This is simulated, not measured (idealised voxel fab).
Process module in this document: voxel wiring stack
Cross-section cut spans 205 nm and uses square cells 5 nm in size.
A cross-section is written here as square cells arranged in a grid, and it is given in bands from the top down, each band taking up one or more rows of cells.
Quick guide to a band line: top height, bottom height (nm) up front; then every material left to right with its width in nm. Only one material and it's marked "everywhere"? Then it fills the band edge to edge. And "blank" just means empty space.
We count height from 0. Below that, the starting wafer is all one material. The lowest band never ends at the bottom but goes on down; see "top 0, no bottom" for how that is written.
The expression "30..40" gives the width at the extremes of the band, the first number at its top row of cells and the second at its bottom row, with the width changing by equal amounts from each row to the next in between.
Basically "everything unchanged" means that step didn't change any cell in the cross-section.
"Encapsulated voids": sealed empty spaces, 8 cells or more, no open way to top, listed width x height at distance, with distance from the left edge and width, height and distance in nm.
Heads up: the bit after the settings on a step's line is the simulator's remark on that step.
The line of a step may include "overlay nm". On a step with a mask, this value is how far to the right of its planned place the mask lay. A negative value means the mask lay to the left.
THE PROCESS STEPS THAT WERE PLANNED ARE LISTED BELOW
step 1: RECEIVE, material Si
step 2: CONFORMAL_DEP, material SiO2, thk nm 10
step 3: DIRECTIONAL_DEP, material TiN, thk nm 5
step 4: DIRECTIONAL_DEP, material W, thk nm 20
step 5: DIRECTIONAL_DEP, material aC, thk nm 15
step 6: PATTERN, tone cover, mask id METAL_1, material resist, width nm 30, pitch nm 50, thk nm 35, overlay nm 0
step 7: DIRECTIONAL_ETCH, etch materials aC, depth nm 15
step 8: STRIP, etch materials resist
step 9: DIRECTIONAL_ETCH, etch materials W, depth nm 20
step 10: DIRECTIONAL_ETCH, etch materials TiN, depth nm 5
step 11: STRIP, etch materials aC
step 12: FILL_DEP, material lowk, thk nm 5
step 13: CMP, height nm 35
step 14: CONFORMAL_DEP, material SiCN, thk nm 5
step 15: DIRECTIONAL_DEP, material lowk, thk nm 25
step 16: MASKED_ETCH, tone open, mask id METAL_2_HOLES, width nm 15, pitch nm 50, etch materials lowk, depth nm 25, overlay nm 0
step 17: MASKED_ETCH, tone open, mask id METAL_2, width nm 30, pitch nm 50, etch materials lowk, depth nm 15, overlay nm 0
step 18: MASKED_ETCH, tone open, mask id METAL_2, width nm 30, pitch nm 50, etch materials SiCN, depth nm 5, overlay nm 0
step 19: CONFORMAL_DEP, material TiN, thk nm 5
step 20: FILL_DEP, material Cu, thk nm 5
step 21: CMP, height nm 65
step 22: CONFORMAL_DEP, material SiN, thk nm 5
INCOMING WAFER, CROSS-SECTIONAL VIEW, POST STEP 1
- top 0, no bottom = Si everywhere
- Encapsulated voids: none
CROSS-SECTION TAKEN AT MODULE COMPLETION ON THE FIRST OF TWO WAFERS; PROCESSED PER THE PLAN
- top 70, bottom 65 = SiN everywhere
- top 65, bottom 55 = 60 lowk / 5 TiN / 20 Cu / 5 TiN / 20 lowk / 5 TiN / 20 Cu / 5 TiN / 65 lowk
- top 55, bottom 50 = 60 lowk / 5 TiN / 5 Cu / 20 TiN / 20 lowk / 5 TiN / 5 Cu / 20 TiN / 65 lowk
- top 50, bottom 40 = 60 lowk / 5 TiN / 5 Cu / 5 TiN / 35 lowk / 5 TiN / 5 Cu / 5 TiN / 80 lowk
- top 40, bottom 35 = 60 SiCN / 15 TiN / 35 SiCN / 15 TiN / 80 SiCN
- top 35, bottom 15 = 60 lowk / 30 W / 20 lowk / 30 W / 65 lowk
- top 15, bottom 10 = 60 lowk / 30 TiN / 20 lowk / 30 TiN / 65 lowk
- top 10, bottom 0 = SiO2 everywhere
- top 0, no bottom = Si everywhere
- Encapsulated voids: none
WHAT THE SECOND WAFER LOOKS LIKE IN CROSS-SECTION ONCE THE MODULE IS DONE. ITS START AND ITS PLAN MATCHED THE FIRST WAFER'S EXACTLY; WHAT DIFFERED WAS ONE MISTAKE IN HOW IT WAS RUN
- top 70, bottom 65 = SiN everywhere
- top 65, bottom 55 = 60 lowk / 5 TiN / 5 Cu / 5 TiN / 35 lowk / 5 TiN / 5 Cu / 5 TiN / 80 lowk
- top 55, bottom 50 = 60 lowk / 15 TiN / 35 lowk / 15 TiN / 80 lowk
- top 50, bottom 40 = lowk everywhere
- top 40, bottom 35 = SiCN everywhere
- top 35, bottom 15 = 60 lowk / 30 W / 20 lowk / 30 W / 65 lowk
- top 15, bottom 10 = 60 lowk / 30 TiN / 20 lowk / 30 TiN / 65 lowk
- top 10, bottom 0 = SiO2 everywhere
- top 0, no bottom = Si everywhere
- Encapsulated voids: none
Run error: heads up, step 15 of the plan got done twice
Once processing is complete, comparing cell counts shows that the second wafer has more or fewer of certain materials than the first: -18 Cu | +6 SiCN | -18 TiN | +30 lowk
